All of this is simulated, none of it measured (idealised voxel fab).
The process module that follows is named voxel tone inversion.
We display cut, a cross-section 210 nm in width whose square cells are each 5 nm.
Each cross-section below is a grid of square cells, stated as bands in top-down order, with one or more rows of cells making up each band. Basically the band line says how high the top is and how high the bottom is, in nm, and then what's in it from left to right, every material with its width in nm. Empty space shows up as "air", and if a single material carries "full width" it runs the full band edge to edge. Height reference: 0 = level under which incoming wafer is all one material. Lowest band: no bottom, runs on downward, e.g. "0..down". Think of "30 to 40" as a width that walks from the first number to the second as you go down the band, top row to bottom row, taking equal-sized steps from row to row. "same as before", as given for a step, is the statement that not any cell of the cross-section underwent a change during that step. Each empty space that has no open way to the top and spans at least 8 cells appears under "Trapped voids" as width x height at distance, the distance counted from the left edge, all in nm. It should be noted that, on the line of a given step, the content following the step's settings is a remark produced by the simulator itself with respect to that step. Among the settings permitted on a step's line is "overlay nm"; applied to a step with a mask, it specifies the extent to which the mask lay to the right of its planned position, whereas a negative figure signifies a position to the left.

Listed below are the process steps as planned
| 1 | op RECEIVE | material Si |
| 2 | op CONFORMAL_DEP | material SiN | thk nm 10 |
| 3 | op DIRECTIONAL_DEP | material polySi | thk nm 20 |
| 4 | op PATTERN | tone cover | mask id POSTS | material resist | width nm 15 | pitch nm 35 | thk nm 30 | overlay nm 0 |
| 5 | op DIRECTIONAL_ETCH | etch materials polySi | depth nm 20 |
| 6 | op STRIP | etch materials resist |
| 7 | op FILL_DEP | material SiO2 | thk nm 5 |
| 8 | op CMP | height nm 30 |
| 9 | op STRIP | etch materials polySi |

Wafer, first of two, run as planned

So this is the incoming wafer in cross-section - it's already been through step 1
0..down: Si full width
Trapped voids: none

Wafer after step 2 (cross-section)
10..0: SiN full width
Below 0, no change.

Wafer after step 3 (cross-section)
30..10: polySi full width
Below 10, no change.

Wafer after step 4 (cross-section)
60..30: air (60), then resist (15), then air (20), then resist (15), then air (20), then resist (15), then air (65)
Below 30, no change.

Wafer after step 5 (cross-section)
60..30: air (60), then resist (15), then air (20), then resist (15), then air (20), then resist (15), then air (65)
30..10: air (60), then polySi (15), then air (20), then polySi (15), then air (20), then polySi (15), then air (65)
Below 10, no change.

Wafer after step 6 (cross-section)
30..10: air (60), then polySi (15), then air (20), then polySi (15), then air (20), then polySi (15), then air (65)
Below 10, no change.

Wafer after step 7 (cross-section)
35..30: SiO2 full width
30..10: SiO2 (60), then polySi (15), then SiO2 (20), then polySi (15), then SiO2 (20), then polySi (15), then SiO2 (65)
Below 10, no change.

Wafer after step 8 (cross-section)
30..10: SiO2 (60), then polySi (15), then SiO2 (20), then polySi (15), then SiO2 (20), then polySi (15), then SiO2 (65)
Below 10, no change.

Wafer after step 9 (cross-section)
30..10: SiO2 (60), then air (15), then SiO2 (20), then air (15), then SiO2 (20), then air (15), then SiO2 (65)
Below 10, no change.

The Second Wafer: Common Origin and Plan, One Mistake in Execution, Identical to the First Through Step 1

What the second wafer looks like in cross-section when step 2 should have wrapped up
5..0: SiN full width
Below 0, no change.

What the second wafer looks like in cross-section when step 3 should have wrapped up
25..5: polySi full width
Below 5, no change.

What the second wafer looks like in cross-section when step 4 should have wrapped up
55..25: air (60), then resist (15), then air (20), then resist (15), then air (20), then resist (15), then air (65)
Below 25, no change.

What the second wafer looks like in cross-section when step 5 should have wrapped up
55..25: air (60), then resist (15), then air (20), then resist (15), then air (20), then resist (15), then air (65)
25..5: air (60), then polySi (15), then air (20), then polySi (15), then air (20), then polySi (15), then air (65)
Below 5, no change.

What the second wafer looks like in cross-section when step 6 should have wrapped up
25..5: air (60), then polySi (15), then air (20), then polySi (15), then air (20), then polySi (15), then air (65)
Below 5, no change.

What the second wafer looks like in cross-section when step 7 should have wrapped up
30..25: SiO2 full width
25..5: SiO2 (60), then polySi (15), then SiO2 (20), then polySi (15), then SiO2 (20), then polySi (15), then SiO2 (65)
Below 5, no change.

What the second wafer looks like in cross-section when step 8 should have wrapped up: same as before

What the second wafer looks like in cross-section when step 9 should have wrapped up: same as before
It is concluded that the wafer was processed incorrectly with respect to the plan, in that step 2 was run on a setting that differed from the plan, and what really ran there is op CONFORMAL_DEP | material SiN | thk nm 5
Final cells, second wafer relative to first, materials higher or lower: SiN -42 | SiO2 +42 | polySi +36
